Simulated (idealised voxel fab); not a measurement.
The process module that follows is named voxel gate over fins.
Pictured: cross-section cut, 165 nm wide, on a grid of 5 nm square cells.
Heads up, the way a cross-section reads in here is a grid of square cells, handed over as bands from the top down, with every band being one or more rows of cells. Band: top and bottom heights (nm) first, top before bottom; then materials from left to right, widths in nm. "full width" marks a sole material filling the band edge to edge. "blank" denotes empty space. For the purposes of this specification, 0 denotes the height below which the wafer in its as-received condition is composed wholly of one material, and the lowermost band, lacking a lower limit, extends downward without end, as expressed in "0 and below". A width given as "30..40" starts at the first number in the band's top row and ends at the second number in its bottom row, shifting by an equal amount at every step from row to row. A step reported as "nothing altered" is a step in which no cell of the cross-section changed. The label "Non-vented voids" introduces a list of the empty spaces, 8 cells or larger, that have no open way up to the top; each entry in it reads width x height at distance, where the distance is taken from the left edge and all three are stated in nm. Heads up: the bit after the settings on a step's line is the simulator's remark on that step. For masked steps, "overlay nm" on the step line gives how far right of plan the mask actually lay; a minus sign means it lay to the left. Each of the pairs that make up the rest of this document says: here is the cross-section before one process step, here is the cross-section after it, drawn only down to the lowest band that changed, and here, under the pair, is the step lying between them with its settings. Different pairs may come from different runs of this module on the same starting wafer, so a pair continues from the pair above it only where its entry headed "Before the process" says so.
### Before the process
40 down to 20 | 70 of resist, 15 of blank, 80 of resist
20 down to 10 | 70 of aC, 15 of blank, 80 of aC
10 down to 0 | 45 of SiO2, 15 of SiN, 40 of SiO2, 15 of SiN, 50 of SiO2
0 down to -25 | 50 of SiO2, 5 of Si, 50 of SiO2, 5 of Si, 55 of SiO2
-25 and below | Si full width
Non-vented voids: none
### Resulting Structure
20 down to 10 | 70 of aC, 15 of blank, 80 of aC
Under the height 10 nothing was changed.
Non-vented voids: none
Can you name the step between the two cross-sections above? It is STRIP: etch materials resist
Before the process: This step starts from the configuration shown after the step in the pair immediately above.
### Resulting Structure
20 down to 10 | 70 of aC, 15 of blank, 80 of aC
10 down to 0 | 45 of SiO2, 15 of SiN, 10 of SiO2, 15 of blank, 15 of SiO2, 15 of SiN, 50 of SiO2
0 down to -25 | 50 of SiO2, 5 of Si, 15 of SiO2, 15 of blank, 20 of SiO2, 5 of Si, 55 of SiO2
Under the height -25 nothing was changed.
Non-vented voids: none
Can you name the step between the two cross-sections above? It is DIRECTIONAL_ETCH: etch materials SiO2, depth nm 35
Before the process: This step starts from the configuration shown after the step in the pair immediately above.
### Resulting Structure
10 down to 0 | 45 of SiO2, 15 of SiN, 10 of SiO2, 15 of blank, 15 of SiO2, 15 of SiN, 50 of SiO2
Under the height 0 nothing was changed.
Non-vented voids: none
Can you name the step between the two cross-sections above? It is STRIP: etch materials aC
Before the process: This step starts from the configuration shown after the step in the pair immediately above.
### Resulting Structure
15 down to 10 | 75 of TiN, 5 of blank, 85 of TiN
10 down to 0 | 45 of SiO2, 15 of SiN, 10 of SiO2, 5 of TiN, 5 of blank, 5 of TiN, 15 of SiO2, 15 of SiN, 50 of SiO2
0 down to -20 | 50 of SiO2, 5 of Si, 15 of SiO2, 5 of TiN, 5 of blank, 5 of TiN, 20 of SiO2, 5 of Si, 55 of SiO2
-20 down to -25 | 50 of SiO2, 5 of Si, 15 of SiO2, 15 of TiN, 20 of SiO2, 5 of Si, 55 of SiO2
Under the height -25 nothing was changed.
Non-vented voids: none
Can you name the step between the two cross-sections above? It is CONFORMAL_DEP: material TiN, thk nm 5
Before the process: This step starts from the configuration shown after the step in the pair immediately above.
### Resulting Structure
20 down to 15 | W full width
15 down to 10 | 75 of TiN, 5 of W, 85 of TiN
10 down to 0 | 45 of SiO2, 15 of SiN, 10 of SiO2, 5 of TiN, 5 of W, 5 of TiN, 15 of SiO2, 15 of SiN, 50 of SiO2
0 down to -20 | 50 of SiO2, 5 of Si, 15 of SiO2, 5 of TiN, 5 of W, 5 of TiN, 20 of SiO2, 5 of Si, 55 of SiO2
Under the height -20 nothing was changed.
Non-vented voids: none
Can you name the step between the two cross-sections above? It is FILL_DEP: material W, thk nm 5
Before the process: This step starts from the configuration shown after the step in the pair immediately above.
### Resulting Structure
10 down to 0 | 45 of SiO2, 15 of SiN, 10 of SiO2, 5 of TiN, 5 of W, 5 of TiN, 15 of SiO2, 15 of SiN, 50 of SiO2
Under the height 0 nothing was changed.
Non-vented voids: none
Can you name the step between the two cross-sections above? It is CMP: height nm 10
Before the process: This step starts from the configuration shown after the step in the pair immediately above.
### Resulting Structure
10 down to 0 | 45 of SiO2, 15 of SiN, 10 of SiO2, 15 of blank, 15 of SiO2, 15 of SiN, 50 of SiO2
0 down to -20 | 50 of SiO2, 5 of Si, 15 of SiO2, 15 of blank, 20 of SiO2, 5 of Si, 55 of SiO2
Under the height -20 nothing was changed.
Non-vented voids: none
Can you name the step between the two cross-sections above? It is SELECTIVE_ETCH: etch materials W Ru TiN, depth nm 30
Before the process: This step starts from the configuration shown after the step in the pair immediately above.
### Resulting Structure
15 down to 10 | SiO2 full width
10 down to 0 | 45 of SiO2, 15 of SiN, 40 of SiO2, 15 of SiN, 50 of SiO2
0 down to -20 | 50 of SiO2, 5 of Si, 50 of SiO2, 5 of Si, 55 of SiO2
Under the height -20 nothing was changed.
Non-vented voids: none
Can you name the step between the two cross-sections above? It is FILL_DEP: material SiO2, thk nm 5
Before the process: This step starts from the configuration shown after the step in the pair immediately above.
### Resulting Structure
10 down to 0 | 45 of SiO2, 15 of SiN, 40 of SiO2, 15 of SiN, 50 of SiO2
Under the height 0 nothing was changed.
Non-vented voids: none
Can you name the step between the two cross-sections above? It is CMP: height nm 10
Before the process: This step starts from the configuration shown after the step in the pair immediately above.
### Resulting Structure
10 down to 0 | 45 of blank, 15 of SiN, 40 of blank, 15 of SiN, 50 of blank
0 down to -10 | 50 of blank, 5 of Si, 50 of blank, 5 of Si, 55 of blank
Under the height -10 nothing was changed.
Non-vented voids: none
Can you name the step between the two cross-sections above? It is SELECTIVE_ETCH: etch materials SiO2, depth nm 20
Before the process: This step starts from the configuration shown after the step in the pair immediately above.
### Resulting Structure
0 down to -10 | 50 of blank, 5 of Si, 50 of blank, 5 of Si, 55 of blank
Under the height -10 nothing was changed.
Non-vented voids: none
Can you name the step between the two cross-sections above? It is STRIP: etch materials SiN
Before the process: This step starts from the configuration shown after the step in the pair immediately above.
### Resulting Structure
5 down to 0 | 45 of blank, 15 of HfO2, 40 of blank, 15 of HfO2, 50 of blank
0 down to -5 | 45 of blank, 5 of HfO2, 5 of Si, 5 of HfO2, 40 of blank, 5 of HfO2, 5 of Si, 5 of HfO2, 50 of blank
-5 down to -10 | 50 of HfO2, 5 of Si, 50 of HfO2, 5 of Si, 55 of HfO2
Under the height -10 nothing was changed.
Non-vented voids: none
Can you name the step between the two cross-sections above? It is CONFORMAL_DEP: material HfO2, thk nm 5
Before the process: This step starts from the configuration shown after the step in the pair immediately above.
### Resulting Structure
10 down to 5 | 40 of blank, 25 of TiN, 30 of blank, 25 of TiN, 45 of blank
5 down to 0 | 40 of blank, 5 of TiN, 15 of HfO2, 5 of TiN, 30 of blank, 5 of TiN, 15 of HfO2, 5 of TiN, 45 of blank
0 down to -5 | 45 of TiN, 5 of HfO2, 5 of Si, 5 of HfO2, 40 of TiN, 5 of HfO2, 5 of Si, 5 of HfO2, 50 of TiN
Under the height -5 nothing was changed.
Non-vented voids: none
Can you name the step between the two cross-sections above? It is CONFORMAL_DEP: material TiN, thk nm 5
Before the process: This step starts from the configuration shown after the step in the pair immediately above.
### Resulting Structure
15 down to 10 | 35 of blank, 35 of TiAl, 20 of blank, 35 of TiAl, 40 of blank
10 down to 5 | 35 of blank, 5 of TiAl, 25 of TiN, 5 of TiAl, 20 of blank, 5 of TiAl, 25 of TiN, 5 of TiAl, 40 of blank
5 down to 0 | 40 of TiAl, 5 of TiN, 15 of HfO2, 5 of TiN, 30 of TiAl, 5 of TiN, 15 of HfO2, 5 of TiN, 45 of TiAl
Under the height 0 nothing was changed.
Non-vented voids: none
Can you name the step between the two cross-sections above? It is CONFORMAL_DEP: material TiAl, thk nm 5
Before the process: This step starts from the configuration shown after the step in the pair immediately above.
### Resulting Structure
20 down to 15 | 30 of blank, 45 of TiN, 10 of blank, 45 of TiN, 35 of blank
15 down to 10 | 30 of blank, 5 of TiN, 35 of TiAl, 5 of TiN, 10 of blank, 5 of TiN, 35 of TiAl, 5 of TiN, 35 of blank
10 down to 5 | 35 of TiN, 5 of TiAl, 25 of TiN, 5 of TiAl, 20 of TiN, 5 of TiAl, 25 of TiN, 5 of TiAl, 40 of TiN
Under the height 5 nothing was changed.
Non-vented voids: none
Can you name the step between the two cross-sections above? It is CONFORMAL_DEP: material TiN, thk nm 5
Before the process: This step starts from the configuration shown after the step in the pair immediately above.
### Resulting Structure
30 down to 20 | W full width
20 down to 15 | 30 of W, 45 of TiN, 10 of W, 45 of TiN, 35 of W
15 down to 10 | 30 of W, 5 of TiN, 35 of TiAl, 5 of TiN, 10 of W, 5 of TiN, 35 of TiAl, 5 of TiN, 35 of W
Under the height 10 nothing was changed.
Non-vented voids: none
Can you name the step between the two cross-sections above? It is FILL_DEP: material W, thk nm 10
Before the process: This step starts from the configuration shown after the step in the pair immediately above.
### Resulting Structure
25 down to 20 | W full width
Under the height 20 nothing was changed.
Non-vented voids: none
Can you name the step between the two cross-sections above? It is CMP: height nm 25
Before the process: This step starts from the configuration shown after the step in the pair immediately above.
### Resulting Structure
35 down to 25 | SiN full width
Under the height 25 nothing was changed.
Non-vented voids: none
Can you name the step between the two cross-sections above? It is CONFORMAL_DEP: material SiN, thk nm 10
### Before the process
20 down to 10 | aC full width
10 down to 0 | 45 of SiO2, 15 of SiN, 40 of SiO2, 15 of SiN, 50 of SiO2
0 down to -35 | 50 of SiO2, 5 of Si, 50 of SiO2, 5 of Si, 55 of SiO2
-35 and below | Si full width
Non-vented voids: none
### Resulting Structure
50 down to 20 | 70 of resist, 20 of blank, 75 of resist
Under the height 20 nothing was changed.
Non-vented voids: none
Can you name the step between the two cross-sections above? It is PATTERN: tone open, mask id RAIL, material resist, width nm 20, thk nm 30, overlay nm 0
Before the process: This step starts from the configuration shown after the step in the pair immediately above.
### Resulting Structure
40 down to 20 | 70 of resist, 20 of blank, 75 of resist
20 down to 10 | 70 of aC, 20 of blank, 75 of aC
Under the height 10 nothing was changed.
Non-vented voids: none
Can you name the step between the two cross-sections above? It is DIRECTIONAL_ETCH: etch materials aC, depth nm 10
Before the process: This step starts from the configuration shown after the step in the pair immediately above.
### Resulting Structure
20 down to 10 | 70 of aC, 20 of blank, 75 of aC
Under the height 10 nothing was changed.
Non-vented voids: none
Can you name the step between the two cross-sections above? It is STRIP: etch materials resist
Before the process: This step starts from the configuration shown after the step in the pair immediately above.
### Resulting Structure
20 down to 10 | 70 of aC, 20 of blank, 75 of aC
10 down to 0 | 45 of SiO2, 15 of SiN, 10 of SiO2, 20 of blank, 10 of SiO2, 15 of SiN, 50 of SiO2
0 down to -25 | 50 of SiO2, 5 of Si, 15 of SiO2, 20 of blank, 15 of SiO2, 5 of Si, 55 of SiO2
Under the height -25 nothing was changed.
Non-vented voids: none
Can you name the step between the two cross-sections above? It is DIRECTIONAL_ETCH: etch materials SiO2, depth nm 35
Before the process: This step starts from the configuration shown after the step in the pair immediately above.
### Resulting Structure
10 down to 0 | 45 of SiO2, 15 of SiN, 10 of SiO2, 20 of blank, 10 of SiO2, 15 of SiN, 50 of SiO2
Under the height 0 nothing was changed.
Non-vented voids: none
Can you name the step between the two cross-sections above? It is STRIP: etch materials aC
Before the process: This step starts from the configuration shown after the step in the pair immediately above.
### Resulting Structure
15 down to 10 | 75 of TiN, 10 of blank, 80 of TiN
10 down to 0 | 45 of SiO2, 15 of SiN, 10 of SiO2, 5 of TiN, 10 of blank, 5 of TiN, 10 of SiO2, 15 of SiN, 50 of SiO2
0 down to -20 | 50 of SiO2, 5 of Si, 15 of SiO2, 5 of TiN, 10 of blank, 5 of TiN, 15 of SiO2, 5 of Si, 55 of SiO2
-20 down to -25 | 50 of SiO2, 5 of Si, 15 of SiO2, 20 of TiN, 15 of SiO2, 5 of Si, 55 of SiO2
Under the height -25 nothing was changed.
Non-vented voids: none
Can you name the step between the two cross-sections above? It is CONFORMAL_DEP: material TiN, thk nm 5
Before the process: This step starts from the configuration shown after the step in the pair immediately above.
### Resulting Structure
20 down to 15 | W full width
15 down to 10 | 75 of TiN, 10 of W, 80 of TiN
10 down to 0 | 45 of SiO2, 15 of SiN, 10 of SiO2, 5 of TiN, 10 of W, 5 of TiN, 10 of SiO2, 15 of SiN, 50 of SiO2
0 down to -20 | 50 of SiO2, 5 of Si, 15 of SiO2, 5 of TiN, 10 of W, 5 of TiN, 15 of SiO2, 5 of Si, 55 of SiO2
Under the height -20 nothing was changed.
Non-vented voids: none
Can you name the step between the two cross-sections above? It is FILL_DEP: material W, thk nm 5
Before the process: This step starts from the configuration shown after the step in the pair immediately above.
### Resulting Structure
10 down to 0 | 45 of SiO2, 15 of SiN, 10 of SiO2, 5 of TiN, 10 of W, 5 of TiN, 10 of SiO2, 15 of SiN, 50 of SiO2
Under the height 0 nothing was changed.
Non-vented voids: none
Can you name the step between the two cross-sections above? It is CMP: height nm 10
Before the process: This step starts from the configuration shown after the step in the pair immediately above.
### Resulting Structure
10 down to 0 | 45 of SiO2, 15 of SiN, 10 of SiO2, 20 of blank, 10 of SiO2, 15 of SiN, 50 of SiO2
0 down to -20 | 50 of SiO2, 5 of Si, 15 of SiO2, 20 of blank, 15 of SiO2, 5 of Si, 55 of SiO2
Under the height -20 nothing was changed.
Non-vented voids: none
Can you name the step between the two cross-sections above? It is SELECTIVE_ETCH: etch materials W Ru TiN, depth nm 30
Before the process: This step starts from the configuration shown after the step in the pair immediately above.
### Resulting Structure
15 down to 10 | SiO2 full width
10 down to 0 | 45 of SiO2, 15 of SiN, 40 of SiO2, 15 of SiN, 50 of SiO2
0 down to -20 | 50 of SiO2, 5 of Si, 50 of SiO2, 5 of Si, 55 of SiO2
Under the height -20 nothing was changed.
Non-vented voids: none
Can you name the step between the two cross-sections above? It is FILL_DEP: material SiO2, thk nm 5
Before the process: This step starts from the configuration shown after the step in the pair immediately above.
### Resulting Structure
10 down to 0 | 45 of SiO2, 15 of SiN, 40 of SiO2, 15 of SiN, 50 of SiO2
Under the height 0 nothing was changed.
Non-vented voids: none
Can you name the step between the two cross-sections above? It is CMP: height nm 10
Before the process: This step starts from the configuration shown after the step in the pair immediately above.
### Resulting Structure
10 down to 0 | 45 of blank, 15 of SiN, 40 of blank, 15 of SiN, 50 of blank
0 down to -10 | 50 of blank, 5 of Si, 50 of blank, 5 of Si, 55 of blank
Under the height -10 nothing was changed.
Non-vented voids: none
Can you name the step between the two cross-sections above? It is SELECTIVE_ETCH: etch materials SiO2, depth nm 20
Before the process: This step starts from the configuration shown after the step in the pair immediately above.
### Resulting Structure
0 down to -10 | 50 of blank, 5 of Si, 50 of blank, 5 of Si, 55 of blank
Under the height -10 nothing was changed.
Non-vented voids: none
Can you name the step between the two cross-sections above? It is STRIP: etch materials SiN
Before the process: This step starts from the configuration shown after the step in the pair immediately above.
### Resulting Structure
5 down to 0 | 45 of blank, 15 of HfO2, 40 of blank, 15 of HfO2, 50 of blank
0 down to -5 | 45 of blank, 5 of HfO2, 5 of Si, 5 of HfO2, 40 of blank, 5 of HfO2, 5 of Si, 5 of HfO2, 50 of blank
-5 down to -10 | 50 of HfO2, 5 of Si, 50 of HfO2, 5 of Si, 55 of HfO2
Under the height -10 nothing was changed.
Non-vented voids: none
Can you name the step between the two cross-sections above? It is CONFORMAL_DEP: material HfO2, thk nm 5
Before the process: This step starts from the configuration shown after the step in the pair immediately above.
### Resulting Structure
10 down to 5 | 40 of blank, 25 of TiN, 30 of blank, 25 of TiN, 45 of blank
5 down to 0 | 40 of blank, 5 of TiN, 15 of HfO2, 5 of TiN, 30 of blank, 5 of TiN, 15 of HfO2, 5 of TiN, 45 of blank
0 down to -5 | 45 of TiN, 5 of HfO2, 5 of Si, 5 of HfO2, 40 of TiN, 5 of HfO2, 5 of Si, 5 of HfO2, 50 of TiN
Under the height -5 nothing was changed.
Non-vented voids: none
Can you name the step between the two cross-sections above? It is CONFORMAL_DEP: material TiN, thk nm 5
Before the process: This step starts from the configuration shown after the step in the pair immediately above.
### Resulting Structure
15 down to 10 | 35 of blank, 35 of TiAl, 20 of blank, 35 of TiAl, 40 of blank
10 down to 5 | 35 of blank, 5 of TiAl, 25 of TiN, 5 of TiAl, 20 of blank, 5 of TiAl, 25 of TiN, 5 of TiAl, 40 of blank
5 down to 0 | 40 of TiAl, 5 of TiN, 15 of HfO2, 5 of TiN, 30 of TiAl, 5 of TiN, 15 of HfO2, 5 of TiN, 45 of TiAl
Under the height 0 nothing was changed.
Non-vented voids: none
Can you name the step between the two cross-sections above? It is CONFORMAL_DEP: material TiAl, thk nm 5
Before the process: This step starts from the configuration shown after the step in the pair immediately above.
### Resulting Structure
20 down to 15 | 30 of blank, 45 of TiN, 10 of blank, 45 of TiN, 35 of blank
15 down to 10 | 30 of blank, 5 of TiN, 35 of TiAl, 5 of TiN, 10 of blank, 5 of TiN, 35 of TiAl, 5 of TiN, 35 of blank
10 down to 5 | 35 of TiN, 5 of TiAl, 25 of TiN, 5 of TiAl, 20 of TiN, 5 of TiAl, 25 of TiN, 5 of TiAl, 40 of TiN
Under the height 5 nothing was changed.
Non-vented voids: none
Can you name the step between the two cross-sections above? It is CONFORMAL_DEP: material TiN, thk nm 5
Before the process: This step starts from the configuration shown after the step in the pair immediately above.
### Resulting Structure
30 down to 20 | W full width
20 down to 15 | 30 of W, 45 of TiN, 10 of W, 45 of TiN, 35 of W
15 down to 10 | 30 of W, 5 of TiN, 35 of TiAl, 5 of TiN, 10 of W, 5 of TiN, 35 of TiAl, 5 of TiN, 35 of W
Under the height 10 nothing was changed.
Non-vented voids: none
Can you name the step between the two cross-sections above? It is FILL_DEP: material W, thk nm 10
Before the process: This step starts from the configuration shown after the step in the pair immediately above.
### Resulting Structure
25 down to 20 | W full width
Under the height 20 nothing was changed.
Non-vented voids: none
Can you name the step between the two cross-sections above? It is CMP: height nm 25
Before the process: This step starts from the configuration shown after the step in the pair immediately above.
### Resulting Structure
35 down to 25 | SiN full width
Under the height 25 nothing was changed.
Non-vented voids: none
Can you name the step between the two cross-sections above? It is CONFORMAL_DEP: material SiN, thk nm 10
### Before the process
20 down to 10 | aC full width
10 down to 0 | 45 of SiO2, 15 of SiN, 40 of SiO2, 15 of SiN, 50 of SiO2
0 down to -35 | 50 of SiO2, 5 of Si, 50 of SiO2, 5 of Si, 55 of SiO2
-35 and below | Si full width
Non-vented voids: none
### Resulting Structure
50 down to 20 | 60 of resist, 15 of blank, 90 of resist
Under the height 20 nothing was changed.
Non-vented voids: none
Can you name the step between the two cross-sections above? It is PATTERN: tone open, mask id RAIL, material resist, width nm 15, thk nm 30, overlay nm -10
Before the process: This step starts from the configuration shown after the step in the pair immediately above.
### Resulting Structure
40 down to 20 | 60 of resist, 15 of blank, 90 of resist
20 down to 10 | 60 of aC, 15 of blank, 90 of aC
Under the height 10 nothing was changed.
Non-vented voids: none
Can you name the step between the two cross-sections above? It is DIRECTIONAL_ETCH: etch materials aC, depth nm 10
Before the process: This step starts from the configuration shown after the step in the pair immediately above.
### Resulting Structure
20 down to 10 | 60 of aC, 15 of blank, 90 of aC
Under the height 10 nothing was changed.
Non-vented voids: none
Can you name the step between the two cross-sections above? It is STRIP: etch materials resist
Before the process: This step starts from the configuration shown after the step in the pair immediately above.
### Resulting Structure
20 down to 10 | 60 of aC, 15 of blank, 90 of aC
10 down to 0 | 45 of SiO2, 15 of SiN, 15 of blank, 25 of SiO2, 15 of SiN, 50 of SiO2
0 down to -25 | 50 of SiO2, 5 of Si, 5 of SiO2, 15 of blank, 30 of SiO2, 5 of Si, 55 of SiO2
Under the height -25 nothing was changed.
Non-vented voids: none
Can you name the step between the two cross-sections above? It is DIRECTIONAL_ETCH: etch materials SiO2, depth nm 35
Before the process: This step starts from the configuration shown after the step in the pair immediately above.
### Resulting Structure
10 down to 0 | 45 of SiO2, 15 of SiN, 15 of blank, 25 of SiO2, 15 of SiN, 50 of SiO2
Under the height 0 nothing was changed.
Non-vented voids: none
Can you name the step between the two cross-sections above? It is STRIP: etch materials aC
Before the process: This step starts from the configuration shown after the step in the pair immediately above.
### Resulting Structure
15 down to 10 | 65 of TiN, 5 of blank, 95 of TiN
10 down to 0 | 45 of SiO2, 15 of SiN, 5 of TiN, 5 of blank, 5 of TiN, 25 of SiO2, 15 of SiN, 50 of SiO2
0 down to -20 | 50 of SiO2, 5 of Si, 5 of SiO2, 5 of TiN, 5 of blank, 5 of TiN, 30 of SiO2, 5 of Si, 55 of SiO2
-20 down to -25 | 50 of SiO2, 5 of Si, 5 of SiO2, 15 of TiN, 30 of SiO2, 5 of Si, 55 of SiO2
Under the height -25 nothing was changed.
Non-vented voids: none
Can you name the step between the two cross-sections above? It is CONFORMAL_DEP: material TiN, thk nm 5
Before the process: This step starts from the configuration shown after the step in the pair immediately above.
### Resulting Structure
20 down to 15 | W full width
15 down to 10 | 65 of TiN, 5 of W, 95 of TiN
10 down to 0 | 45 of SiO2, 15 of SiN, 5 of TiN, 5 of W, 5 of TiN, 25 of SiO2, 15 of SiN, 50 of SiO2
0 down to -20 | 50 of SiO2, 5 of Si, 5 of SiO2, 5 of TiN, 5 of W, 5 of TiN, 30 of SiO2, 5 of Si, 55 of SiO2
Under the height -20 nothing was changed.
Non-vented voids: none
Can you name the step between the two cross-sections above? It is FILL_DEP: material W, thk nm 5
Before the process: This step starts from the configuration shown after the step in the pair immediately above.
### Resulting Structure
10 down to 0 | 45 of SiO2, 15 of SiN, 5 of TiN, 5 of W, 5 of TiN, 25 of SiO2, 15 of SiN, 50 of SiO2
Under the height 0 nothing was changed.
Non-vented voids: none
Can you name the step between the two cross-sections above? It is CMP: height nm 10
Before the process: This step starts from the configuration shown after the step in the pair immediately above.
### Resulting Structure
10 down to 0 | 45 of SiO2, 15 of SiN, 15 of blank, 25 of SiO2, 15 of SiN, 50 of SiO2
0 down to -20 | 50 of SiO2, 5 of Si, 5 of SiO2, 15 of blank, 30 of SiO2, 5 of Si, 55 of SiO2
Under the height -20 nothing was changed.
Non-vented voids: none
Can you name the step between the two cross-sections above? It is SELECTIVE_ETCH: etch materials W Ru TiN, depth nm 30
Before the process: This step starts from the configuration shown after the step in the pair immediately above.
### Resulting Structure
15 down to 10 | SiO2 full width
10 down to 0 | 45 of SiO2, 15 of SiN, 40 of SiO2, 15 of SiN, 50 of SiO2
0 down to -20 | 50 of SiO2, 5 of Si, 50 of SiO2, 5 of Si, 55 of SiO2
Under the height -20 nothing was changed.
Non-vented voids: none
Can you name the step between the two cross-sections above? It is FILL_DEP: material SiO2, thk nm 5
Before the process: This step starts from the configuration shown after the step in the pair immediately above.
### Resulting Structure
10 down to 0 | 45 of SiO2, 15 of SiN, 40 of SiO2, 15 of SiN, 50 of SiO2
Under the height 0 nothing was changed.
Non-vented voids: none
Can you name the step between the two cross-sections above? It is CMP: height nm 10
Before the process: This step starts from the configuration shown after the step in the pair immediately above.
### Resulting Structure
10 down to 0 | 45 of blank, 15 of SiN, 40 of blank, 15 of SiN, 50 of blank
0 down to -10 | 50 of blank, 5 of Si, 50 of blank, 5 of Si, 55 of blank
Under the height -10 nothing was changed.
Non-vented voids: none
Can you name the step between the two cross-sections above? It is SELECTIVE_ETCH: etch materials SiO2, depth nm 20
Before the process: This step starts from the configuration shown after the step in the pair immediately above.
### Resulting Structure
0 down to -10 | 50 of blank, 5 of Si, 50 of blank, 5 of Si, 55 of blank
Under the height -10 nothing was changed.
Non-vented voids: none
Can you name the step between the two cross-sections above? It is STRIP: etch materials SiN
Before the process: This step starts from the configuration shown after the step in the pair immediately above.
### Resulting Structure
5 down to 0 | 45 of blank, 15 of HfO2, 40 of blank, 15 of HfO2, 50 of blank
0 down to -5 | 45 of blank, 5 of HfO2, 5 of Si, 5 of HfO2, 40 of blank, 5 of HfO2, 5 of Si, 5 of HfO2, 50 of blank
-5 down to -10 | 50 of HfO2, 5 of Si, 50 of HfO2, 5 of Si, 55 of HfO2
Under the height -10 nothing was changed.
Non-vented voids: none
Can you name the step between the two cross-sections above? It is CONFORMAL_DEP: material HfO2, thk nm 5
Before the process: This step starts from the configuration shown after the step in the pair immediately above.
### Resulting Structure
10 down to 5 | 40 of blank, 25 of TiN, 30 of blank, 25 of TiN, 45 of blank
5 down to 0 | 40 of blank, 5 of TiN, 15 of HfO2, 5 of TiN, 30 of blank, 5 of TiN, 15 of HfO2, 5 of TiN, 45 of blank
0 down to -5 | 45 of TiN, 5 of HfO2, 5 of Si, 5 of HfO2, 40 of TiN, 5 of HfO2, 5 of Si, 5 of HfO2, 50 of TiN
Under the height -5 nothing was changed.
Non-vented voids: none
Can you name the step between the two cross-sections above? It is CONFORMAL_DEP: material TiN, thk nm 5
Before the process: This step starts from the configuration shown after the step in the pair immediately above.
### Resulting Structure
15 down to 10 | 35 of blank, 35 of TiAl, 20 of blank, 35 of TiAl, 40 of blank
10 down to 5 | 35 of blank, 5 of TiAl, 25 of TiN, 5 of TiAl, 20 of blank, 5 of TiAl, 25 of TiN, 5 of TiAl, 40 of blank
5 down to 0 | 40 of TiAl, 5 of TiN, 15 of HfO2, 5 of TiN, 30 of TiAl, 5 of TiN, 15 of HfO2, 5 of TiN, 45 of TiAl
Under the height 0 nothing was changed.
Non-vented voids: none
Can you name the step between the two cross-sections above? It is CONFORMAL_DEP: material TiAl, thk nm 5
Before the process: This step starts from the configuration shown after the step in the pair immediately above.
### Resulting Structure
20 down to 15 | 30 of blank, 45 of TiN, 10 of blank, 45 of TiN, 35 of blank
15 down to 10 | 30 of blank, 5 of TiN, 35 of TiAl, 5 of TiN, 10 of blank, 5 of TiN, 35 of TiAl, 5 of TiN, 35 of blank
10 down to 5 | 35 of TiN, 5 of TiAl, 25 of TiN, 5 of TiAl, 20 of TiN, 5 of TiAl, 25 of TiN, 5 of TiAl, 40 of TiN
Under the height 5 nothing was changed.
Non-vented voids: none
Can you name the step between the two cross-sections above? It is CONFORMAL_DEP: material TiN, thk nm 5
Before the process: This step starts from the configuration shown after the step in the pair immediately above.
### Resulting Structure
30 down to 20 | W full width
20 down to 15 | 30 of W, 45 of TiN, 10 of W, 45 of TiN, 35 of W
15 down to 10 | 30 of W, 5 of TiN, 35 of TiAl, 5 of TiN, 10 of W, 5 of TiN, 35 of TiAl, 5 of TiN, 35 of W
Under the height 10 nothing was changed.
Non-vented voids: none
Can you name the step between the two cross-sections above? It is FILL_DEP: material W, thk nm 10
Before the process: This step starts from the configuration shown after the step in the pair immediately above.
### Resulting Structure
25 down to 20 | W full width
Under the height 20 nothing was changed.
Non-vented voids: none
Can you name the step between the two cross-sections above? It is CMP: height nm 25
Before the process: This step starts from the configuration shown after the step in the pair immediately above.
### Resulting Structure
35 down to 25 | SiN full width
Under the height 25 nothing was changed.
Non-vented voids: none
Can you name the step between the two cross-sections above? It is CONFORMAL_DEP: material SiN, thk nm 10
### Before the process
15 down to 10 | 35 of blank, 35 of TiAl, 20 of blank, 35 of TiAl, 40 of blank
10 down to 5 | 35 of blank, 5 of TiAl, 25 of TiN, 5 of TiAl, 20 of blank, 5 of TiAl, 25 of TiN, 5 of TiAl, 40 of blank
5 down to 0 | 40 of TiAl, 5 of TiN, 15 of HfO2, 5 of TiN, 30 of TiAl, 5 of TiN, 15 of HfO2, 5 of TiN, 45 of TiAl
0 down to -5 | 45 of TiN, 5 of HfO2, 5 of Si, 5 of HfO2, 40 of TiN, 5 of HfO2, 5 of Si, 5 of HfO2, 50 of TiN
-5 down to -10 | 50 of HfO2, 5 of Si, 50 of HfO2, 5 of Si, 55 of HfO2
-10 down to -20 | 50 of SiO2, 5 of Si, 50 of SiO2, 5 of Si, 55 of SiO2
-20 down to -25 | 50 of SiO2, 5 of Si, 15 of SiO2, 15 of TiN, 20 of SiO2, 5 of Si, 55 of SiO2
-25 down to -35 | 50 of SiO2, 5 of Si, 50 of SiO2, 5 of Si, 55 of SiO2
-35 and below | Si full width
Non-vented voids: none
### Resulting Structure
20 down to 10 | 30 of blank, 45 of TiAl, 10 of blank, 45 of TiAl, 35 of blank
10 down to 5 | 40 of TiAl, 25 of TiN, 30 of TiAl, 25 of TiN, 45 of TiAl
Under the height 5 nothing was changed.
Non-vented voids: none
Can you name the step between the two cross-sections above? It is CONFORMAL_DEP: material TiAl, thk nm 5
Before the process: This step starts from the configuration shown after the step in the pair immediately above.
### Resulting Structure
30 down to 20 | W full width
20 down to 10 | 30 of W, 45 of TiAl, 10 of W, 45 of TiAl, 35 of W
Under the height 10 nothing was changed.
Non-vented voids: none
Can you name the step between the two cross-sections above? It is FILL_DEP: material W, thk nm 10
Before the process: This step starts from the configuration shown after the step in the pair immediately above.
### Resulting Structure
25 down to 20 | W full width
Under the height 20 nothing was changed.
Non-vented voids: none
Can you name the step between the two cross-sections above? It is CMP: height nm 25
Before the process: This step starts from the configuration shown after the step in the pair immediately above.
### Resulting Structure
35 down to 25 | SiN full width
Under the height 25 nothing was changed.
Non-vented voids: none
Can you name the step between the two cross-sections above? It is CONFORMAL_DEP: material SiN, thk nm 10
### Before the process
20 down to 10 | aC full width
10 down to 0 | 45 of SiO2, 15 of SiN, 40 of SiO2, 15 of SiN, 50 of SiO2
0 down to -35 | 50 of SiO2, 5 of Si, 50 of SiO2, 5 of Si, 55 of SiO2
-35 and below | Si full width
Non-vented voids: none
### Resulting Structure
50 down to 20 | 70 of blank, 15 of resist, 80 of blank
Under the height 20 nothing was changed.
Non-vented voids: none
Can you name the step between the two cross-sections above? It is PATTERN: tone cover, mask id RAIL, material resist, width nm 15, thk nm 30, overlay nm 0
Before the process: This step starts from the configuration shown after the step in the pair immediately above.
### Resulting Structure
40 down to 20 | 70 of blank, 15 of resist, 80 of blank
20 down to 10 | 70 of blank, 15 of aC, 80 of blank
Under the height 10 nothing was changed.
Non-vented voids: none
Can you name the step between the two cross-sections above? It is DIRECTIONAL_ETCH: etch materials aC, depth nm 10
Before the process: This step starts from the configuration shown after the step in the pair immediately above.
### Resulting Structure
20 down to 10 | 70 of blank, 15 of aC, 80 of blank
Under the height 10 nothing was changed.
Non-vented voids: none
Can you name the step between the two cross-sections above? It is STRIP: etch materials resist
